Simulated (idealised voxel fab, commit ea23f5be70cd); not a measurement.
You're looking at the process module voxel capacitor over wiring.
Square cells of 5 nm make up the cross-section cut, whose width is 245 nm.
Cross-section format: a grid of square cells, given as bands from top to bottom; each band is one or more rows of cells. Band: top height; bottom height; in nm. Then, left to right: material with width in nm, for each material. "edge to edge": a single material spanning edge to edge. "air": empty space. Heights from 0 (as-received wafer is one material below). Bottom band endless downward, as "0..down". A width such as "30 to 40" changes by the same amount from each row of cells to the next, from the band's top row to its bottom row. Basically "nothing altered" means that step didn't change any cell in the cross-section. Reported under the label "Closed-off voids" are the empty spaces having no open way to the top and comprising 8 cells or more; the notation for each is width x height at distance, in which the distance is measured from the left edge and all three values are in nm. Where a step's line continues beyond its settings, the continuation is a remark by the simulator itself on that step. Each step line may optionally specify "overlay nm", which for a step with a mask gives the rightward distance between the mask's planned place and where it lay, a negative value indicating the leftward direction.
PLANNED STEP LIST FOR THE PROCESS
1,RECEIVE, material Si
2,CONFORMAL_DEP, material SiO2, thk nm 15
3,DIRECTIONAL_DEP, material TiN, thk nm 5
4,DIRECTIONAL_DEP, material W, thk nm 20
5,DIRECTIONAL_DEP, material aC, thk nm 15
6,PATTERN, tone cover, mask id METAL_1, material resist, width nm 30, pitch nm 90, thk nm 35, overlay nm 0
7,DIRECTIONAL_ETCH, etch materials aC, depth nm 15
8,STRIP, etch materials resist
9,DIRECTIONAL_ETCH, etch materials W, depth nm 20
10,DIRECTIONAL_ETCH, etch materials TiN, depth nm 5
11,STRIP, etch materials aC
12,FILL_DEP, material lowk, thk nm 5
13,CMP, height nm 40
14,CONFORMAL_DEP, material SiCN, thk nm 5
15,DIRECTIONAL_DEP, material lowk, thk nm 10
16,DIRECTIONAL_DEP, material aC, thk nm 10
17,PATTERN, tone open, mask id PLUG_1, material resist, width nm 15, thk nm 25, overlay nm 0
18,DIRECTIONAL_ETCH, etch materials aC, depth nm 10
19,STRIP, etch materials resist
20,DIRECTIONAL_ETCH, etch materials lowk, depth nm 10
21,DIRECTIONAL_ETCH, etch materials SiCN, depth nm 5
22,STRIP, etch materials aC
23,EPI, material Ru, thk nm 10
24,EPI, material Ru, thk nm 5
25,DIRECTIONAL_DEP, material TiN, thk nm 5
26,DIRECTIONAL_DEP, material Al2O3, thk nm 5
27,DIRECTIONAL_DEP, material TiN, thk nm 5
28,PATTERN, tone cover, mask id UPPER_PLATE, material resist, width nm 65, thk nm 15, overlay nm 0
29,DIRECTIONAL_ETCH, etch materials TiN, depth nm 5
30,DIRECTIONAL_ETCH, etch materials Al2O3, depth nm 5
31,STRIP, etch materials resist
32,DIRECTIONAL_DEP, material aC, thk nm 10
33,PATTERN, tone cover, mask id LOWER_PLATE, material resist, width nm 75, thk nm 30, overlay nm 0
34,DIRECTIONAL_ETCH, etch materials aC, depth nm 10
35,STRIP, etch materials resist
36,DIRECTIONAL_ETCH, etch materials TiN, depth nm 5
37,STRIP, etch materials aC
38,FILL_DEP, material SiO2, thk nm 15
39,CMP, height nm 80
40,PATTERN, tone open, mask id PLUG_2, material resist, width nm 15, thk nm 15, overlay nm 0
41,DIRECTIONAL_ETCH, etch materials SiO2, depth nm 10
42,STRIP, etch materials resist
43,CONFORMAL_DEP, material TiN, thk nm 5
44,FILL_DEP, material Cu, thk nm 10
45,CMP, height nm 80
46,CONFORMAL_DEP, material SiN, thk nm 5
CONCERNING THE FIRST OF TWO WAFERS, WHICH WAS RUN IN ACCORDANCE WITH THE PLAN
CROSS-SECTION, INCOMING MATERIAL, AFTER STEP 1
- 0..down | Si edge to edge
- Closed-off voids: none
CROSS-SECTION OF THE WAFER SUBSEQUENT TO STEP 2
- 15..0 | SiO2 edge to edge
- below 0: unchanged
CROSS-SECTION OF THE WAFER SUBSEQUENT TO STEP 3
- 20..15 | TiN edge to edge
- below 15: unchanged
CROSS-SECTION OF THE WAFER SUBSEQUENT TO STEP 4
- 40..20 | W edge to edge
- below 20: unchanged
CROSS-SECTION OF THE WAFER SUBSEQUENT TO STEP 5
- 55..40 | aC edge to edge
- below 40: unchanged
CROSS-SECTION OF THE WAFER SUBSEQUENT TO STEP 6
- 90..55 | air=60, then resist=30, then air=60, then resist=30, then air=65
- below 55: unchanged
CROSS-SECTION OF THE WAFER SUBSEQUENT TO STEP 7
- 75..55 | air=60, then resist=30, then air=60, then resist=30, then air=65
- 55..40 | air=60, then aC=30, then air=60, then aC=30, then air=65
- below 40: unchanged
CROSS-SECTION OF THE WAFER SUBSEQUENT TO STEP 8
- 55..40 | air=60, then aC=30, then air=60, then aC=30, then air=65
- below 40: unchanged
CROSS-SECTION OF THE WAFER SUBSEQUENT TO STEP 9
- 55..40 | air=60, then aC=30, then air=60, then aC=30, then air=65
- 40..20 | air=60, then W=30, then air=60, then W=30, then air=65
- below 20: unchanged
CROSS-SECTION OF THE WAFER SUBSEQUENT TO STEP 10
- 55..40 | air=60, then aC=30, then air=60, then aC=30, then air=65
- 40..20 | air=60, then W=30, then air=60, then W=30, then air=65
- 20..15 | air=60, then TiN=30, then air=60, then TiN=30, then air=65
- below 15: unchanged
CROSS-SECTION OF THE WAFER SUBSEQUENT TO STEP 11
- 40..20 | air=60, then W=30, then air=60, then W=30, then air=65
- below 20: unchanged
CROSS-SECTION OF THE WAFER SUBSEQUENT TO STEP 12
- 45..40 | lowk edge to edge
- 40..20 | lowk=60, then W=30, then lowk=60, then W=30, then lowk=65
- 20..15 | lowk=60, then TiN=30, then lowk=60, then TiN=30, then lowk=65
- below 15: unchanged
CROSS-SECTION OF THE WAFER SUBSEQUENT TO STEP 13
- 40..20 | lowk=60, then W=30, then lowk=60, then W=30, then lowk=65
- below 20: unchanged
CROSS-SECTION OF THE WAFER SUBSEQUENT TO STEP 14
- 45..40 | SiCN edge to edge
- below 40: unchanged
CROSS-SECTION OF THE WAFER SUBSEQUENT TO STEP 15
- 55..45 | lowk edge to edge
- below 45: unchanged
CROSS-SECTION OF THE WAFER SUBSEQUENT TO STEP 16
- 65..55 | aC edge to edge
- below 55: unchanged
CROSS-SECTION OF THE WAFER SUBSEQUENT TO STEP 17
- 90..65 | resist=75, then air=15, then resist=155
- below 65: unchanged
CROSS-SECTION OF THE WAFER SUBSEQUENT TO STEP 18
- 80..65 | resist=75, then air=15, then resist=155
- 65..55 | aC=75, then air=15, then aC=155
- below 55: unchanged
CROSS-SECTION OF THE WAFER SUBSEQUENT TO STEP 19
- 65..55 | aC=75, then air=15, then aC=155
- below 55: unchanged
CROSS-SECTION OF THE WAFER SUBSEQUENT TO STEP 20
- 65..55 | aC=75, then air=15, then aC=155
- 55..45 | lowk=75, then air=15, then lowk=155
- below 45: unchanged
CROSS-SECTION OF THE WAFER SUBSEQUENT TO STEP 21
- 65..55 | aC=75, then air=15, then aC=155
- 55..45 | lowk=75, then air=15, then lowk=155
- 45..40 | SiCN=75, then air=15, then SiCN=155
- below 40: unchanged
CROSS-SECTION OF THE WAFER SUBSEQUENT TO STEP 22
- 55..45 | lowk=75, then air=15, then lowk=155
- below 45: unchanged
CROSS-SECTION OF THE WAFER SUBSEQUENT TO STEP 23
- 55..50 | lowk=75, then air=15, then lowk=155
- 50..45 | lowk=75, then Ru=15, then lowk=155
- 45..40 | SiCN=75, then Ru=15, then SiCN=155
- below 40: unchanged
CROSS-SECTION OF THE WAFER SUBSEQUENT TO STEP 24
- 55..45 | lowk=75, then Ru=15, then lowk=155
- below 45: unchanged
CROSS-SECTION OF THE WAFER SUBSEQUENT TO STEP 25
- 60..55 | TiN edge to edge
- below 55: unchanged
CROSS-SECTION OF THE WAFER SUBSEQUENT TO STEP 26
- 65..60 | Al2O3 edge to edge
- below 60: unchanged
CROSS-SECTION OF THE WAFER SUBSEQUENT TO STEP 27
- 70..65 | TiN edge to edge
- below 65: unchanged
CROSS-SECTION OF THE WAFER SUBSEQUENT TO STEP 28
- 85..70 | air=75, then resist=65, then air=105
- below 70: unchanged
CROSS-SECTION OF THE WAFER SUBSEQUENT TO STEP 29
- 85..70 | air=75, then resist=65, then air=105
- 70..65 | air=75, then TiN=65, then air=105
- below 65: unchanged
CROSS-SECTION OF THE WAFER SUBSEQUENT TO STEP 30
- 85..70 | air=75, then resist=65, then air=105
- 70..65 | air=75, then TiN=65, then air=105
- 65..60 | air=75, then Al2O3=65, then air=105
- below 60: unchanged
CROSS-SECTION OF THE WAFER SUBSEQUENT TO STEP 31
- 70..65 | air=75, then TiN=65, then air=105
- below 65: unchanged
CROSS-SECTION OF THE WAFER SUBSEQUENT TO STEP 32
- 80..70 | air=75, then aC=65, then air=105
- 70..65 | aC=75, then TiN=65, then aC=105
- 65..60 | aC=75, then Al2O3=65, then aC=105
- below 60: unchanged
CROSS-SECTION OF THE WAFER SUBSEQUENT TO STEP 33
- 110..80 | air=70, then resist=75, then air=100
- 80..70 | air=70, then resist=5, then aC=65, then resist=5, then air=100
- below 70: unchanged
CROSS-SECTION OF THE WAFER SUBSEQUENT TO STEP 34
- 100..80 | air=70, then resist=75, then air=100
- 80..70 | air=70, then resist=5, then aC=65, then resist=5, then air=100
- 70..65 | air=70, then aC=5, then TiN=65, then aC=5, then air=100
- 65..60 | air=70, then aC=5, then Al2O3=65, then aC=5, then air=100
- below 60: unchanged
CROSS-SECTION OF THE WAFER SUBSEQUENT TO STEP 35
- 80..70 | air=75, then aC=65, then air=105
- below 70: unchanged
CROSS-SECTION OF THE WAFER SUBSEQUENT TO STEP 36
- 80..70 | air=75, then aC=65, then air=105
- 70..65 | air=70, then aC=5, then TiN=65, then aC=5, then air=100
- 65..60 | air=70, then aC=5, then Al2O3=65, then aC=5, then air=100
- 60..55 | air=70, then TiN=75, then air=100
- below 55: unchanged
CROSS-SECTION OF THE WAFER SUBSEQUENT TO STEP 37
- 70..65 | air=75, then TiN=65, then air=105
- 65..60 | air=75, then Al2O3=65, then air=105
- below 60: unchanged
CROSS-SECTION OF THE WAFER SUBSEQUENT TO STEP 38
- 85..70 | SiO2 edge to edge
- 70..65 | SiO2=75, then TiN=65, then SiO2=105
- 65..60 | SiO2=75, then Al2O3=65, then SiO2=105
- 60..55 | SiO2=70, then TiN=75, then SiO2=100
- below 55: unchanged
CROSS-SECTION OF THE WAFER SUBSEQUENT TO STEP 39
- 80..70 | SiO2 edge to edge
- below 70: unchanged
CROSS-SECTION OF THE WAFER SUBSEQUENT TO STEP 40
- 95..80 | resist=85, then air=15, then resist=145
- below 80: unchanged
CROSS-SECTION OF THE WAFER SUBSEQUENT TO STEP 41
- 95..80 | resist=85, then air=15, then resist=145
- 80..70 | SiO2=85, then air=15, then SiO2=145
- below 70: unchanged
CROSS-SECTION OF THE WAFER SUBSEQUENT TO STEP 42
- 80..70 | SiO2=85, then air=15, then SiO2=145
- below 70: unchanged
CROSS-SECTION OF THE WAFER SUBSEQUENT TO STEP 43
- 85..80 | TiN=90, then air=5, then TiN=150
- 80..75 | SiO2=85, then TiN=5, then air=5, then TiN=5, then SiO2=145
- 75..65 | SiO2=85 to 75, then TiN=15 to 65, then SiO2=145 to 105
- below 65: unchanged
CROSS-SECTION OF THE WAFER SUBSEQUENT TO STEP 44
- 95..85 | Cu edge to edge
- 85..80 | TiN=90, then Cu=5, then TiN=150
- 80..75 | SiO2=85, then TiN=5, then Cu=5, then TiN=5, then SiO2=145
- below 75: unchanged
CROSS-SECTION OF THE WAFER SUBSEQUENT TO STEP 45
- 80..75 | SiO2=85, then TiN=5, then Cu=5, then TiN=5, then SiO2=145
- below 75: unchanged
CROSS-SECTION OF THE WAFER SUBSEQUENT TO STEP 46
- 85..80 | SiN edge to edge
- below 80: unchanged
THE SECOND WAFER: COMMON ORIGIN AND PLAN, ONE MISTAKE IN EXECUTION, IDENTICAL TO THE FIRST THROUGH STEP 23
SECOND WAFER SHOWN IN CROSS-SECTION AT THE TIME STEP 24 WAS SLATED TO END
- 60..55 | TiN=75, then air=15, then TiN=155
- 55..50 | lowk=75, then TiN=15, then lowk=155
- below 50: unchanged
SECOND WAFER SHOWN IN CROSS-SECTION AT THE TIME STEP 25 WAS SLATED TO END
- 65..60 | Ru=80, then air=5, then Ru=160
- 60..55 | TiN=75, then Ru=15, then TiN=155
- below 55: unchanged
SECOND WAFER SHOWN IN CROSS-SECTION AT THE TIME STEP 26 WAS SLATED TO END
- 70..65 | Al2O3=80, then air=5, then Al2O3=160
- 65..60 | Ru=80, then Al2O3=5, then Ru=160
- below 60: unchanged
SECOND WAFER SHOWN IN CROSS-SECTION AT THE TIME STEP 27 WAS SLATED TO END
- 75..70 | TiN=80, then air=5, then TiN=160
- 70..65 | Al2O3=80, then TiN=5, then Al2O3=160
- below 65: unchanged
SECOND WAFER SHOWN IN CROSS-SECTION AT THE TIME STEP 28 WAS SLATED TO END
- 90..75 | air=75, then resist=65, then air=105
- 75..70 | TiN=80, then resist=5, then TiN=160
- below 70: unchanged
SECOND WAFER SHOWN IN CROSS-SECTION AT THE TIME STEP 29 WAS SLATED TO END
- 90..75 | air=75, then resist=65, then air=105
- 75..70 | air=75, then TiN=5, then resist=5, then TiN=55, then air=105
- below 70: unchanged
SECOND WAFER SHOWN IN CROSS-SECTION AT THE TIME STEP 30 WAS SLATED TO END
- 90..75 | air=75, then resist=65, then air=105
- 75..70 | air=75, then TiN=5, then resist=5, then TiN=55, then air=105
- 70..65 | air=75, then Al2O3=5, then TiN=5, then Al2O3=55, then air=105
- below 65: unchanged
SECOND WAFER SHOWN IN CROSS-SECTION AT THE TIME STEP 31 WAS SLATED TO END
- 75..70 | air=75, then TiN=5, then air=5, then TiN=55, then air=105
- below 70: unchanged
SECOND WAFER SHOWN IN CROSS-SECTION AT THE TIME STEP 32 WAS SLATED TO END
- 85..80 | air=75, then aC=5, then air=5, then aC=55, then air=105
- 80..75 | air=75, then aC=65, then air=105
- 75..70 | aC=75, then TiN=5, then aC=5, then TiN=55, then aC=105
- 70..65 | aC=75, then Al2O3=5, then TiN=5, then Al2O3=55, then aC=105
- below 65: unchanged
SECOND WAFER SHOWN IN CROSS-SECTION AT THE TIME STEP 33 WAS SLATED TO END
- 115..85 | air=70, then resist=75, then air=100
- 85..80 | air=70, then resist=5, then aC=5, then resist=5, then aC=55, then resist=5, then air=100
- 80..75 | air=70, then resist=5, then aC=65, then resist=5, then air=100
- below 75: unchanged
SECOND WAFER SHOWN IN CROSS-SECTION AT THE TIME STEP 34 WAS SLATED TO END
- 105..85 | air=70, then resist=75, then air=100
- 85..80 | air=70, then resist=5, then aC=5, then resist=5, then aC=55, then resist=5, then air=100
- 80..75 | air=70, then resist=5, then aC=65, then resist=5, then air=100
- 75..70 | air=70, then aC=5, then TiN=5, then aC=5, then TiN=55, then aC=5, then air=100
- 70..65 | air=70, then aC=5, then Al2O3=5, then TiN=5, then Al2O3=55, then aC=5, then air=100
- below 65: unchanged
SECOND WAFER SHOWN IN CROSS-SECTION AT THE TIME STEP 35 WAS SLATED TO END
- 85..80 | air=75, then aC=5, then air=5, then aC=55, then air=105
- 80..75 | air=75, then aC=65, then air=105
- below 75: unchanged
Second wafer shown in cross-section at the time step 36 was slated to end: nothing altered
SECOND WAFER SHOWN IN CROSS-SECTION AT THE TIME STEP 37 WAS SLATED TO END
- 75..70 | air=75, then TiN=5, then air=5, then TiN=55, then air=105
- 70..65 | air=75, then Al2O3=5, then TiN=5, then Al2O3=55, then air=105
- below 65: unchanged
SECOND WAFER SHOWN IN CROSS-SECTION AT THE TIME STEP 38 WAS SLATED TO END
- 90..75 | SiO2 edge to edge
- 75..70 | SiO2=75, then TiN=5, then SiO2=5, then TiN=55, then SiO2=105
- 70..65 | SiO2=75, then Al2O3=5, then TiN=5, then Al2O3=55, then SiO2=105
- below 65: unchanged
SECOND WAFER SHOWN IN CROSS-SECTION AT THE TIME STEP 39 WAS SLATED TO END
- 80..75 | SiO2 edge to edge
- below 75: unchanged
SECOND WAFER SHOWN IN CROSS-SECTION AT THE TIME STEP 40 WAS SLATED TO END
- 95..80 | resist=85, then air=15, then resist=145
- below 80: unchanged
SECOND WAFER SHOWN IN CROSS-SECTION AT THE TIME STEP 41 WAS SLATED TO END
- 95..80 | resist=85, then air=15, then resist=145
- 80..75 | SiO2=85, then air=15, then SiO2=145
- below 75: unchanged
SECOND WAFER SHOWN IN CROSS-SECTION AT THE TIME STEP 42 WAS SLATED TO END
- 80..75 | SiO2=85, then air=15, then SiO2=145
- below 75: unchanged
SECOND WAFER SHOWN IN CROSS-SECTION AT THE TIME STEP 43 WAS SLATED TO END
- 85..80 | TiN=90, then air=5, then TiN=150
- 80..75 | SiO2=85, then TiN=15, then SiO2=145
- below 75: unchanged
SECOND WAFER SHOWN IN CROSS-SECTION AT THE TIME STEP 44 WAS SLATED TO END
- 95..85 | Cu edge to edge
- 85..80 | TiN=90, then Cu=5, then TiN=150
- below 80: unchanged
SECOND WAFER SHOWN IN CROSS-SECTION AT THE TIME STEP 45 WAS SLATED TO END
- 80..75 | SiO2=85, then TiN=15, then SiO2=145
- below 75: unchanged
SECOND WAFER SHOWN IN CROSS-SECTION AT THE TIME STEP 46 WAS SLATED TO END
- 85..80 | SiN edge to edge
- below 80: unchanged
In executing the process, a mistake was made relative to the plan: the run placed steps 24 and 25 each in the position the plan gave to the other
Bottom line after processing is that, in cells, the second wafer is up or down on some materials versus the first: Cu -1; Ru +48; SiO2 -79; TiN +32
